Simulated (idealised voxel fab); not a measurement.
Process module heading - voxel transistor to metal
Cross-section cut spans 170 nm and uses square cells 5 nm in size.
Cross-section = grid of square cells, listed top down in bands; band = one or more rows.
Within each band entry, the heights of the top and of the bottom of the band appear first, in that order and in nm; the materials of the band then follow from left to right, each with its corresponding width in nm. The designation "full width" on a single material indicates that it fills the band from edge to edge; the designation "blank" indicates empty space.
Heights are measured from 0, the level below which the as-received wafer is all one material; the lowest band has no bottom and continues downward, written as in "0 and below".
Width "30->40": first value at the band's top row of cells, second value at its bottom row, equal change from row to row.
Where a step carries "no modifications", the cross-section came out of it unchanged, cell for cell.
This entry, "Closed void list", enumerates those empty regions of no fewer than 8 cells that possess no open connection to the top. Each region is reported in the form width x height at distance, the distance being taken from the left edge, with all three quantities expressed in nm.
Note: text after step settings on the step line = simulator remark on that step.
overlay nm: how far to the right of its planned place the mask lay on this masked step (negative: to the left).

THE PLANNED PROCESS STEPS ARE ENUMERATED HEREUNDER
1,RECEIVE (material Si)
2,OXIDIZE (depth nm 5)
3,CONFORMAL_DEP (material SiN; thk nm 15)
4,DIRECTIONAL_DEP (material aC; thk nm 15)
5,PATTERN (tone cover; mask id ACTIVE; material resist; width nm 115; thk nm 30; overlay nm 0)
6,DIRECTIONAL_ETCH (etch materials aC; depth nm 15)
7,STRIP (etch materials resist)
8,DIRECTIONAL_ETCH (etch materials SiN; depth nm 15)
9,DIRECTIONAL_ETCH (etch materials SiO2; depth nm 5)
10,DIRECTIONAL_ETCH (etch materials Si; depth nm 30)
11,STRIP (etch materials aC)
12,OXIDIZE (depth nm 5)
13,FILL_DEP (material SiO2; thk nm 5)
14,CMP (height nm 15)
15,SELECTIVE_ETCH (etch materials SiO2; depth nm 10)
16,STRIP (etch materials SiN)
17,SELECTIVE_ETCH (etch materials SiO2; depth nm 5)
18,OXIDIZE (depth nm 5)
19,DIRECTIONAL_DEP (material polySi; thk nm 30)
20,DIRECTIONAL_DEP (material SiCN; thk nm 10)
21,DIRECTIONAL_DEP (material aC; thk nm 10)
22,PATTERN (tone cover; mask id GATE; material resist; width nm 25; thk nm 30; overlay nm 0)
23,DIRECTIONAL_ETCH (etch materials aC; depth nm 10)
24,STRIP (etch materials resist)
25,DIRECTIONAL_ETCH (etch materials SiCN; depth nm 20)
26,DIRECTIONAL_ETCH (etch materials polySi; depth nm 40)
27,STRIP (etch materials aC)
28,CONFORMAL_DEP (material SiO2; thk nm 5)
29,DIRECTIONAL_ETCH (etch materials SiO2; depth nm 5)
30,CONFORMAL_DEP (material SiN; thk nm 5)
31,DIRECTIONAL_ETCH (etch materials SiN; depth nm 5)
32,DIRECTIONAL_ETCH (etch materials SiO2; depth nm 5)
33,EPI (material nSi; thk nm 5)
34,FILL_DEP (material SiO2; thk nm 5)
35,CMP (height nm 35)
36,DIRECTIONAL_DEP (material SiO2; thk nm 10)
37,DIRECTIONAL_DEP (material aC; thk nm 10)
38,PATTERN (tone open; mask id CONTACT; material resist; width nm 30; pitch nm 65; thk nm 30; overlay nm 0)
39,DIRECTIONAL_ETCH (etch materials aC; depth nm 10)
40,STRIP (etch materials resist)
41,DIRECTIONAL_ETCH (etch materials SiO2; depth nm 50)
42,STRIP (etch materials aC)
43,CONFORMAL_DEP (material TiN; thk nm 5)
44,FILL_DEP (material Ru; thk nm 10)
45,CMP (height nm 45)
46,DIRECTIONAL_DEP (material TiN; thk nm 5)
47,DIRECTIONAL_DEP (material Ru; thk nm 20)
48,MASKED_ETCH (tone cover; mask id METAL_1; width nm 15; pitch nm 80; etch materials Ru; depth nm 20; overlay nm 0)
49,MASKED_ETCH (tone cover; mask id METAL_1; width nm 15; pitch nm 80; etch materials TiN; depth nm 5; overlay nm 0)
50,FILL_DEP (material SiO2; thk nm 10)
51,CMP (height nm 70)
52,CONFORMAL_DEP (material SiCN; thk nm 5)
53,DIRECTIONAL_DEP (material SiO2; thk nm 30)
54,MASKED_ETCH (tone open; mask id METAL_2; width nm 15; pitch nm 80; etch materials SiO2; depth nm 15; overlay nm 0)
55,DIRECTIONAL_DEP (material aC; thk nm 10)
56,PATTERN (tone open; mask id METAL_2_HOLES; material resist; width nm 15; pitch nm 80; thk nm 25; overlay nm 0)
57,DIRECTIONAL_ETCH (etch materials aC; depth nm 10)
58,STRIP (etch materials resist)
59,DIRECTIONAL_ETCH (etch materials SiO2; depth nm 15)
60,DIRECTIONAL_ETCH (etch materials SiCN; depth nm 5)
61,STRIP (etch materials aC)
62,CONFORMAL_DEP (material TiN; thk nm 5)
63,FILL_DEP (material Cu; thk nm 10)
64,CMP (height nm 105)
65,CONFORMAL_DEP (material SiN; thk nm 5)

CROSS-SECTION OF THE WAFER UPON ARRIVAL, REPRESENTING THE STATE REACHED AFTER STEP 1
- 0 and below = Si full width
- Closed void list: none

FINAL CROSS-SECTION, MODULE RUN WITH ONE MISTAKE (START AND PLAN AS ABOVE)
- 110 down to 105 = SiN full width
- 105 down to 75 = 35 of SiO2  5 of TiN  5 of Cu  5 of TiN  65 of SiO2  5 of TiN  5 of Cu  5 of TiN  40 of SiO2
- 75 down to 70 = 35 of SiCN  15 of TiN  65 of SiCN  15 of TiN  40 of SiCN
- 70 down to 50 = 35 of SiO2  15 of Ru  65 of SiO2  15 of Ru  40 of SiO2
- 50 down to 45 = 35 of SiO2  15 of TiN  65 of SiO2  15 of TiN  40 of SiO2
- 45 down to 35 = 40 of SiO2  5 of TiN  10 of Ru  5 of TiN  45 of SiO2  5 of TiN  10 of Ru  5 of TiN  45 of SiO2
- 35 down to 25 = 40 of SiO2  5 of TiN  10 of Ru  5 of TiN  5 of SiN  5 of SiO2  25 of SiCN  5 of SiO2  5 of SiN  5 of TiN  10 of Ru  5 of TiN  45 of SiO2
- 25 down to 0 = 40 of SiO2  5 of TiN  10 of Ru  5 of TiN  5 of SiN  5 of SiO2  25 of polySi  5 of SiO2  5 of SiN  5 of TiN  10 of Ru  5 of TiN  45 of SiO2
- 0 down to -5 = 25 of SiO2  5 of SiN  10 of SiO2  20 of TiN  5 of SiN  5 of SiO2  25 of polySi  5 of SiO2  5 of SiN  20 of TiN  10 of SiO2  5 of SiN  30 of SiO2
- -5 down to -10 = 30 of SiO2  30 of nSi  45 of SiO2  30 of nSi  35 of SiO2
- -10 down to -40 = 30 of SiO2  105 of Si  35 of SiO2
- -40 and below = Si full width
- Closed void list: none
Finding, execution versus plan: step 38 ran as: PATTERN (tone open; mask id CONTACT; material resist; width nm 20; pitch nm 65; thk nm 30; overlay nm 0)
